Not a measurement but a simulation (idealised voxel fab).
The process module presented herein is designated voxel spacer lines.
Each square cell in cross-section cut measures 5 nm, and the section as a whole is 295 nm wide.
Throughout this document, each cross-section is represented as a grid of square cells and is presented as a sequence of bands enumerated from the top downward, where a band comprises one or more rows of cells.
Per band: top height and bottom height in nm, followed by the left-to-right materials and their widths in nm; "throughout" marks a single material spanning edge to edge, "empty" marks empty space.
Basically, 0 is our baseline, since under it the wafer straight out of the box is all one material. The bottom band has no lower end and keeps on going down, so it looks like "0 and below".
Top row gets the first number, bottom row gets the second, and each row in between changes by the same step: that is how a band width like "30 to 40" works.
Where the words "all unchanged" appear for a step, the cross-section shows no cell changed by that step; every cell remained as before.
What "Trapped void list" gives you is every empty space of 8 cells or more that is cut off from the top. Each appears as width x height at distance, with the distance taken from the left edge and width, height and distance all in nm.
Read whatever lies past the settings on a step's line as the simulator's own remark about the step.
"overlay nm" denotes, for a step that has a mask, the displacement of the mask to the right of its planned place, with negative values corresponding to the left.

The following list gives the planned process steps:
1) RECEIVE (material Si)
2) CONFORMAL_DEP (material Al2O3; thk nm 5)
3) DIRECTIONAL_DEP (material SiN; thk nm 15)
4) DIRECTIONAL_DEP (material aC; thk nm 20)
5) PATTERN (tone cover; mask id MANDREL; material resist; width nm 15; pitch nm 60; thk nm 25; overlay nm 0)
6) DIRECTIONAL_ETCH (etch materials aC; depth nm 20)
7) STRIP (etch materials resist)
8) CONFORMAL_DEP (material SiO2; thk nm 15)
9) DIRECTIONAL_ETCH (etch materials SiO2; depth nm 15)
10) STRIP (etch materials aC)
11) DIRECTIONAL_ETCH (etch materials SiN; depth nm 15)
12) STRIP (etch materials SiO2)
13) FILL_DEP (material SiO2; thk nm 10)
14) CMP (height nm 20)

Step 1 complete: cross-section of the wafer as received:
	0 and below = Si throughout
	Trapped void list: none

Module complete, cross-section. Starting point and plan per above. One mistake made in running the module:
	20 down to 15 = SiO2 throughout
	15 down to 5 = SiO2 95 / SiN 15 / SiO2 15 / SiN 15 / SiO2 15 / SiN 15 / SiO2 15 / SiN 15 / SiO2 95
	5 down to 0 = Al2O3 throughout
	0 and below = Si throughout
	Trapped void list: none
Heads up, the wafer didn't run the way we planned it: step 3 went in with a setting other than planned; the actual run was DIRECTIONAL_DEP (material SiN; thk nm 10)
